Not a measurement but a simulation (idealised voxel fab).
Name of the process module below: voxel transistor to metal
Shown is cross-section cut, with a width of 215 nm and square cells of size 5 nm.
Cross-section layout: square cells on a grid; listed as bands, top to bottom; a band spans one or more cell rows.
Per band: top height and bottom height in nm, followed by the left-to-right materials and their widths in nm; "edge to edge" marks a single material spanning edge to edge, "empty" marks empty space.
Below 0: as-received wafer, all one material; heights counted from there. Lowest band: no bottom, goes on down, written "0..down".
Graded width ("30->40"): value in top row of band = first number; value in bottom row = second number; row-to-row change constant.
"nothing changed" means the step left every cell of the cross-section as it was.
Listed in "Fully enclosed voids": every empty space of 8 or more cells without an open way to the top. Form: width x height at distance, the distance being from the left edge, all in nm.
Post-settings text on a step line: simulator's own remark regarding the step.
overlay nm: mask offset rightward from planned place, masked step; negative means leftward offset.
### Steps planned for the process
step 1: RECEIVE, material Si
step 2: OXIDIZE, depth nm 5
step 3: CONFORMAL_DEP, material SiN, thk nm 15
step 4: MASKED_ETCH, tone cover, mask id ACTIVE, width nm 135, etch materials SiN, depth nm 15, overlay nm 0
step 5: MASKED_ETCH, tone cover, mask id ACTIVE, width nm 135, etch materials SiO2, depth nm 5, overlay nm 0
step 6: MASKED_ETCH, tone cover, mask id ACTIVE, width nm 135, etch materials Si, depth nm 35, overlay nm 0
step 7: OXIDIZE, depth nm 5
step 8: FILL_DEP, material SiO2, thk nm 5
step 9: CMP, height nm 15
step 10: SELECTIVE_ETCH, etch materials SiO2, depth nm 10
step 11: STRIP, etch materials SiN
step 12: SELECTIVE_ETCH, etch materials SiO2, depth nm 5
step 13: OXIDIZE, depth nm 5
step 14: DIRECTIONAL_DEP, material polySi, thk nm 25
step 15: DIRECTIONAL_DEP, material SiCN, thk nm 10
step 16: PATTERN, tone cover, mask id GATE, material resist, width nm 35, thk nm 15, overlay nm 0
step 17: DIRECTIONAL_ETCH, etch materials SiCN, depth nm 20
step 18: DIRECTIONAL_ETCH, etch materials polySi, depth nm 35
step 19: STRIP, etch materials resist
step 20: CONFORMAL_DEP, material SiO2, thk nm 5
step 21: DIRECTIONAL_ETCH, etch materials SiO2, depth nm 5
step 22: CONFORMAL_DEP, material SiN, thk nm 5
step 23: DIRECTIONAL_ETCH, etch materials SiN, depth nm 5
step 24: DIRECTIONAL_ETCH, etch materials SiO2, depth nm 5
step 25: DIRECTIONAL_ETCH, etch materials Si, depth nm 5
step 26: EPI, material pSi, thk nm 5
step 27: FILL_DEP, material SiO2, thk nm 10
step 28: CMP, height nm 20
step 29: STRIP, etch materials polySi
step 30: SELECTIVE_ETCH, etch materials SiO2, depth nm 5
step 31: CONFORMAL_DEP, material HfO2, thk nm 5
step 32: CONFORMAL_DEP, material TiN, thk nm 5
step 33: FILL_DEP, material W, thk nm 5
step 34: CMP, height nm 15
step 35: DIRECTIONAL_DEP, material SiO2, thk nm 15
step 36: MASKED_ETCH, tone open, mask id CONTACT, width nm 20, pitch nm 95, etch materials SiO2, depth nm 40, overlay nm 0
step 37: CONFORMAL_DEP, material TiN, thk nm 5
step 38: FILL_DEP, material Ru, thk nm 10
step 39: CMP, height nm 30
step 40: DIRECTIONAL_DEP, material TiN, thk nm 5
step 41: DIRECTIONAL_DEP, material W, thk nm 20
step 42: PATTERN, tone cover, mask id METAL_1, material resist, width nm 20, pitch nm 95, thk nm 15, overlay nm 0
step 43: DIRECTIONAL_ETCH, etch materials W, depth nm 20
step 44: DIRECTIONAL_ETCH, etch materials TiN, depth nm 5
step 45: STRIP, etch materials resist
step 46: CONFORMAL_DEP, material SiCN, thk nm 5
step 47: FILL_DEP, material lowk, thk nm 5
step 48: CMP, height nm 55
step 49: CONFORMAL_DEP, material SiCN, thk nm 5
step 50: DIRECTIONAL_DEP, material lowk, thk nm 25
step 51: PATTERN, tone open, mask id METAL_2_HOLES, material resist, width nm 15, pitch nm 95, thk nm 20, overlay nm 0
step 52: DIRECTIONAL_ETCH, etch materials lowk, depth nm 25
step 53: STRIP, etch materials resist
step 54: DIRECTIONAL_DEP, material aC, thk nm 10
step 55: PATTERN, tone open, mask id METAL_2, material resist, width nm 20, pitch nm 95, thk nm 25, overlay nm 0
step 56: DIRECTIONAL_ETCH, etch materials aC, depth nm 10
step 57: STRIP, etch materials resist
step 58: DIRECTIONAL_ETCH, etch materials lowk, depth nm 15
step 59: DIRECTIONAL_ETCH, etch materials SiCN, depth nm 5
step 60: STRIP, etch materials aC
step 61: CONFORMAL_DEP, material TiN, thk nm 5
step 62: FILL_DEP, material Ru, thk nm 5
step 63: CMP, height nm 85
step 64: CONFORMAL_DEP, material SiCN, thk nm 5
### Wafer as received: cross-section following step 1
	0..down | Si edge to edge
	Fully enclosed voids: none
### First of two wafers: cross-section at end of module, run per plan
	90..85 | SiCN edge to edge
	85..75 | lowk 50, TiN 5, Ru 10, TiN 5, lowk 75, TiN 5, Ru 10, TiN 5, lowk 50
	75..70 | lowk 50, TiN 5, Ru 5, TiN 10, lowk 75, TiN 5, Ru 5, TiN 10, lowk 50
	70..60 | lowk 50, TiN 5, Ru 5, TiN 5, lowk 80, TiN 5, Ru 5, TiN 5, lowk 55
	60..55 | SiCN 50, TiN 15, SiCN 80, TiN 15, SiCN 55
	55..35 | lowk 45, SiCN 5, W 20, SiCN 5, lowk 65, SiCN 5, W 20, SiCN 5, lowk 45
	35..30 | SiCN 50, TiN 20, SiCN 75, TiN 20, SiCN 50
	30..15 | SiO2 50, TiN 5, Ru 10, TiN 5, SiO2 75, TiN 5, Ru 10, TiN 5, SiO2 50
	15..0 | SiO2 50, TiN 5, Ru 10, TiN 5, SiO2 10, SiN 5, HfO2 5, TiN 5, W 25, TiN 5, HfO2 5, SiN 5, SiO2 10, TiN 5, Ru 10, TiN 5, SiO2 50
	0..-5 | SiO2 40, SiN 5, SiO2 5, TiN 5, Ru 10, TiN 5, SiO2 10, SiN 5, HfO2 5, TiN 35, HfO2 5, SiN 5, SiO2 10, TiN 5, Ru 10, TiN 5, SiO2 5, SiN 5, SiO2 40
	-5..-10 | SiO2 50, TiN 20, SiO2 5, pSi 5, SiO2 5, HfO2 45, SiO2 5, pSi 5, SiO2 5, TiN 20, SiO2 50
	-10..-15 | SiO2 45, pSi 35, Si 55, pSi 35, SiO2 45
	-15..-45 | SiO2 45, Si 125, SiO2 45
	-45..down | Si edge to edge
	Fully enclosed voids: none
### The second wafer, shown in cross-section after the module: started the same way as the first and given the same plan, yet one mistake crept into how it was run
	90..85 | SiCN edge to edge
	85..75 | lowk 50, TiN 5, Ru 10, TiN 5, lowk 75, TiN 5, Ru 10, TiN 5, lowk 50
	75..70 | lowk 50, TiN 5, Ru 5, TiN 10, lowk 75, TiN 5, Ru 5, TiN 10, lowk 50
	70..60 | lowk 50, TiN 5, Ru 5, TiN 5, lowk 80, TiN 5, Ru 5, TiN 5, lowk 55
	60..55 | SiCN 50, TiN 15, SiCN 80, TiN 15, SiCN 55
	55..35 | lowk 45, SiCN 5, W 20, SiCN 5, lowk 65, SiCN 5, W 20, SiCN 5, lowk 45
	35..30 | SiCN 50, TiN 20, SiCN 75, TiN 20, SiCN 50
	30..15 | SiO2 50, TiN 5, Ru 10, TiN 5, SiO2 75, TiN 5, Ru 10, TiN 5, SiO2 50
	15..0 | SiO2 50, TiN 5, Ru 10, TiN 5, SiO2 10, SiN 5, HfO2 5, TiN 5, W 25, TiN 5, HfO2 5, SiN 5, SiO2 10, TiN 5, Ru 10, TiN 5, SiO2 50
	0..-5 | SiO2 40, SiN 5, SiO2 5, TiN 5, Ru 10, TiN 5, SiO2 10, SiN 5, HfO2 5, TiN 35, HfO2 5, SiN 5, SiO2 10, TiN 5, Ru 10, TiN 5, SiO2 5, SiN 5, SiO2 40
	-5..-10 | SiO2 50, TiN 20, SiO2 5, pSi 5, SiO2 5, HfO2 45, SiO2 5, pSi 5, SiO2 5, TiN 20, SiO2 50
	-10..-15 | SiO2 45, pSi 35, Si 55, pSi 35, SiO2 45
	-15..-80 | SiO2 45, Si 125, SiO2 45
	-80..down | Si edge to edge
	Fully enclosed voids: none
Nonconformance to the process plan: plan step 6 was conducted twice
Materials where the second wafer ends with more or fewer cells than the first: 126 fewer of Si | 126 more of SiO2
